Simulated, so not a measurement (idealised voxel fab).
Process module name: voxel capacitor over wiring
Cross-section cut: width 195 nm, square cells of 5 nm.
Think of the cross-section as a grid of square cells. We describe it in bands, top to bottom, and each band covers one or more rows of those cells. Basically the band line says how high the top is and how high the bottom is, in nm, and then what's in it from left to right, every material with its width in nm. Empty space shows up as "empty", and if a single material carries "edge to edge" it runs the full band edge to edge. The reference from which all heights are counted is 0, the level beneath which the as-received wafer is entirely one material; the lowest band, having no lower bound, proceeds downward and is written after the example "0 and below". You'd read "30->40" like this: the band's top row of cells is as wide as the first number, its bottom row is as wide as the second, and going down, every row changes width by the same amount as the row before did. It should be understood that the words "no alterations made", when stated for a given step, signify that the cross-section underwent no change in any of its cells during that step. "Closed void listing" enumerates empty spaces isolated from the top, with no open way to it, that contain at least 8 cells, giving each as width x height at distance from the left edge, all three in nm. On each step's line, the part that comes after the settings is the simulator's own comment on the step. overlay nm: for a step with a mask, the amount by which the mask lay right of where it was planned; a negative amount means left of it.
-- Steps planned for the process
step 1: RECEIVE: material Si
step 2: CONFORMAL_DEP: material SiO2, thk nm 10
step 3: CONFORMAL_DEP: material SiCN, thk nm 5
step 4: DIRECTIONAL_DEP: material SiO2, thk nm 20
step 5: PATTERN: tone open, mask id METAL_1, material resist, width nm 30, pitch nm 100, thk nm 15, overlay nm 0
step 6: DIRECTIONAL_ETCH: etch materials SiO2, depth nm 20
step 7: DIRECTIONAL_ETCH: etch materials SiCN, depth nm 5
step 8: STRIP: etch materials resist
step 9: CONFORMAL_DEP: material TiN, thk nm 5
step 10: FILL_DEP: material W, thk nm 5
step 11: CMP: height nm 35
step 12: EPI: material Ru, thk nm 5
step 13: FILL_DEP: material SiCN, thk nm 5
step 14: DIRECTIONAL_DEP: material lowk, thk nm 15
step 15: PATTERN: tone open, mask id PLUG_1, material resist, width nm 15, thk nm 15, overlay nm 0
step 16: DIRECTIONAL_ETCH: etch materials lowk, depth nm 15
step 17: DIRECTIONAL_ETCH: etch materials SiCN, depth nm 5
step 18: STRIP: etch materials resist
step 19: EPI: material Ru, thk nm 10
step 20: EPI: material Ru, thk nm 10
step 21: DIRECTIONAL_DEP: material TiN, thk nm 5
step 22: DIRECTIONAL_DEP: material Al2O3, thk nm 5
step 23: DIRECTIONAL_DEP: material TiN, thk nm 10
step 24: PATTERN: tone cover, mask id UPPER_PLATE, material resist, width nm 75, thk nm 20, overlay nm 0
step 25: DIRECTIONAL_ETCH: etch materials TiN, depth nm 10
step 26: DIRECTIONAL_ETCH: etch materials Al2O3, depth nm 5
step 27: STRIP: etch materials resist
step 28: PATTERN: tone cover, mask id LOWER_PLATE, material resist, width nm 85, thk nm 15, overlay nm 0
step 29: DIRECTIONAL_ETCH: etch materials TiN, depth nm 5
step 30: STRIP: etch materials resist
step 31: FILL_DEP: material SiO2, thk nm 20
step 32: CMP: height nm 95
step 33: DIRECTIONAL_DEP: material aC, thk nm 15
step 34: PATTERN: tone open, mask id PLUG_2, material resist, width nm 15, thk nm 30, overlay nm 0
step 35: DIRECTIONAL_ETCH: etch materials aC, depth nm 15
step 36: STRIP: etch materials resist
step 37: DIRECTIONAL_ETCH: etch materials SiO2, depth nm 15
step 38: STRIP: etch materials aC
step 39: CONFORMAL_DEP: material TiN, thk nm 5
step 40: FILL_DEP: material Cu, thk nm 10
step 41: CMP: height nm 95
step 42: CONFORMAL_DEP: material SiCN, thk nm 5
-- So this is the incoming wafer in cross-section - it's already been through step 1
- 0 and below = Si edge to edge
- Closed void listing: none
-- The cross-section shown corresponds to the wafer at the conclusion of the module. The initial structure and the process plan are those presented above; however, one mistake occurred in executing the plan
- 100 down to 95 = SiCN edge to edge
- 95 down to 85 = Cu: 50; TiN: 5; SiO2: 15; TiN: 5; Cu: 120
- 85 down to 80 = TiN: 55; SiO2: 15; TiN: 125
- 80 down to 70 = SiO2: 45; TiN: 75; SiO2: 75
- 70 down to 65 = SiO2: 45; Al2O3: 75; SiO2: 75
- 65 down to 60 = SiO2: 40; TiN: 85; SiO2: 70
- 60 down to 45 = lowk: 45; Ru: 15; lowk: 135
- 45 down to 40 = SiCN: 45; Ru: 15; SiCN: 135
- 40 down to 35 = SiCN: 25; Ru: 40; SiCN: 60; Ru: 40; SiCN: 30
- 35 down to 15 = SiO2: 30; TiN: 5; W: 20; TiN: 5; SiO2: 70; TiN: 5; W: 20; TiN: 5; SiO2: 35
- 15 down to 10 = SiCN: 30; TiN: 30; SiCN: 70; TiN: 30; SiCN: 35
- 10 down to 0 = SiO2 edge to edge
- 0 and below = Si edge to edge
- Closed void listing: none
What was the processing mistake? step 34 was not run as planned; what actually ran was PATTERN: tone cover, mask id PLUG_2, material resist, width nm 15, thk nm 30, overlay nm 0
